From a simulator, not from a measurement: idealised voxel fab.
This is a process module. Its name is voxel released beams.
Displayed cross-section: cut, width of 145 nm, square cells sized 5 nm.
Cross-section format: a grid of square cells, given as bands from top to bottom; each band is one or more rows of cells.
What a band's entry tells you: where the top is and where the bottom is, as heights in nm, and after that what lies inside, material by material from left to right, each with its width in nm. Empty space is written as the word "air", and a single material marked with the word "throughout" occupies the band from edge to edge.
Heights are measured from 0, the level below which the as-received wafer is all one material; the lowest band has no bottom and continues downward, written as in "0..down".
Read "30 to 40" as a graded width: first number on top, second number at the bottom, same change between each pair of neighbouring rows.
What does "same as before" mean for a step? It means no cell of the cross-section changed in that step.
"Enclosed empty spaces" contains a list of empty spaces, each no smaller than 8 cells and without an open way to the top, written in the form width x height at distance with the distance from the left edge and all three in nm.
Step line, after settings: the simulator's comment on this step.
"overlay nm" on a masked step: distance the mask lay right of its planned place, negative for left.
**Planned step list for the process**
| 1 | RECEIVE, material Si |
| 2 | CONFORMAL_DEP, material Al2O3, thk nm 10 |
| 3 | DIRECTIONAL_DEP, material SiO2, thk nm 15 |
| 4 | DIRECTIONAL_DEP, material aC, thk nm 10 |
| 5 | PATTERN, tone open, mask id ANCHOR, material resist, width nm 45, thk nm 25, overlay nm 0 |
| 6 | DIRECTIONAL_ETCH, etch materials aC, depth nm 10 |
| 7 | STRIP, etch materials resist |
| 8 | DIRECTIONAL_ETCH, etch materials SiO2, depth nm 15 |
| 9 | STRIP, etch materials aC |
| 10 | CONFORMAL_DEP, material polySi, thk nm 15 |
| 11 | PATTERN, tone cover, mask id BEAM, material resist, width nm 110, thk nm 20, overlay nm 0 |
| 12 | DIRECTIONAL_ETCH, etch materials polySi, depth nm 15 |
| 13 | STRIP, etch materials resist |
| 14 | STRIP, etch materials SiO2 |
**As received (post step 1): cross-section**
  0..down: Si throughout
  Enclosed empty spaces: none
**Cross-section taken at module completion on the first of two wafers; processed per the plan**
  40..25: 15 nm air, 20 nm polySi, 15 nm air, 75 nm polySi, 20 nm air
  25..10: 20 nm air, 45 nm polySi, 80 nm air
  10..0: Al2O3 throughout
  0..down: Si throughout
  Enclosed empty spaces: none
**Here is the second of the two wafers cut open at the end of the module - same start, same plan as the first one, but we made one mistake running it**
  40..25: 15 nm air, 110 nm polySi, 20 nm air
  25..15: Al2O3 throughout
  15..0: SiO2 throughout
  0..down: Si throughout
  Enclosed empty spaces: none
Where did the run depart from the plan? steps 2 and 3: order swapped relative to plan
End check, counted in cells, second wafer has more or fewer of these materials than the first: 87 more of SiO2; 18 fewer of polySi
